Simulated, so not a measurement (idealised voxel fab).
voxel self aligned contacts: a process module
In the cross-section labelled cut, the width is 270 nm and each square cell is 5 nm.
Cross-section, as written here: a square-cell grid given band by band from the top down, where a band holds one or more rows of cells. What a band's entry tells you: where the top is and where the bottom is, as heights in nm, and after that what lies inside, material by material from left to right, each with its width in nm. Empty space is written as the word "air", and a single material marked with the word "full width" occupies the band from edge to edge. We count height from 0. Below that, the starting wafer is all one material. The lowest band never ends at the bottom but goes on down; see "0..down" for how that is written. When a width is written as two numbers, as in "30->40", the first number is the width in the top row of cells of the band and the second is the width in its bottom row, and the width changes by the same amount from each row to the next. No cell of the cross-section changed in a step that is given as "left unchanged". "Completely sealed voids" lists enclosed empty spaces (at least 8 cells, no open path upward to the top), each as width x height at distance from the left edge, in nm. Note: text after step settings on the step line = simulator remark on that step. What "overlay nm" on a step's line means: if the step has a mask, that mask lay this far to the right of its planned place, or, when the value is negative, to the left.
# plan
1. RECEIVE: material Si
2. CONFORMAL_DEP: material SiO2, thk nm 5
3. DIRECTIONAL_DEP: material polySi, thk nm 25
4. DIRECTIONAL_DEP: material SiN, thk nm 25
5. MASKED_ETCH: tone cover, mask id GATE, width nm 30, pitch nm 70, etch materials SiN, depth nm 25, overlay nm 0
6. MASKED_ETCH: tone cover, mask id GATE, width nm 30, pitch nm 70, etch materials polySi, depth nm 25, overlay nm 0
7. CONFORMAL_DEP: material SiN, thk nm 10
8. DIRECTIONAL_ETCH: etch materials SiN, depth nm 10
9. FILL_DEP: material SiO2, thk nm 15
10. CMP: height nm 65
11. MASKED_ETCH: tone open, mask id CONTACT, width nm 50, pitch nm 70, etch materials SiO2, depth nm 65, overlay nm 0
12. CONFORMAL_DEP: material TiN, thk nm 5
13. FILL_DEP: material W, thk nm 5
14. CMP: height nm 65
15. CONFORMAL_DEP: material SiN, thk nm 5
# As-received state of the wafer in cross-section, equivalent to post-step 1
    0..down  Si full width
    Completely sealed voids: none
# Cross-sectional image of the first of two wafers at the end of the module, the run having proceeded as planned
    70..65  SiN full width
    65..55  SiO2 (75); TiN (5->20); W (40->10); TiN (5->20); SiO2 (20); TiN (5->20); W (40->10); TiN (5->20); SiO2 (75)
    55..30  SiO2 (40); SiN (50); TiN (5); W (10); TiN (5); SiN (50); TiN (5); W (10); TiN (5); SiN (50); SiO2 (40)
    30..5  SiO2 (40); SiN (10); polySi (30); SiN (10); TiN (5); W (10); TiN (5); SiN (10); polySi (30); SiN (10); TiN (5); W (10); TiN (5); SiN (10); polySi (30); SiN (10); SiO2 (40)
    5..0  SiO2 (90); TiN (20); SiO2 (50); TiN (20); SiO2 (90)
    0..down  Si full width
    Completely sealed voids: none
# Cross-sectional image of the second wafer of the two following completion of the module. Starting state and process plan were the same as for the first wafer; one execution error occurred
    70..65  SiN full width
    65..55  SiO2 (75); TiN (5->15); W (40->10); TiN (5->25); SiO2 (20); TiN (5->15); W (40->10); TiN (5->25); SiO2 (75)
    55..35  SiO2 (35); SiN (50); TiN (5); W (10); TiN (5); SiN (50); TiN (5); W (10); TiN (5); SiN (50); SiO2 (45)
    35..30  SiO2 (35); SiN (50); TiN (10); W (5); TiN (5); SiN (50); TiN (10); W (5); TiN (5); SiN (50); SiO2 (45)
    30..5  SiO2 (35); SiN (10); polySi (35); SiN (10); TiN (5); W (5); TiN (5); SiN (10); polySi (35); SiN (10); TiN (5); W (5); TiN (5); SiN (10); polySi (35); SiN (10); SiO2 (40)
    5..0  SiO2 (90); TiN (15); SiO2 (55); TiN (15); SiO2 (95)
    0..down  Si full width
    Completely sealed voids: none
Which mistake was made when the wafer was run? rather than as planned, step 5 actually ran as MASKED_ETCH: tone cover, mask id GATE, width nm 30, pitch nm 70, etch materials SiN, depth nm 25, overlay nm -5
It is noted that, at the conclusion of processing, the second wafer exhibits a higher or lower cell count for certain materials relative to the first: 3 fewer of SiO2, 12 fewer of W, 15 more of polySi
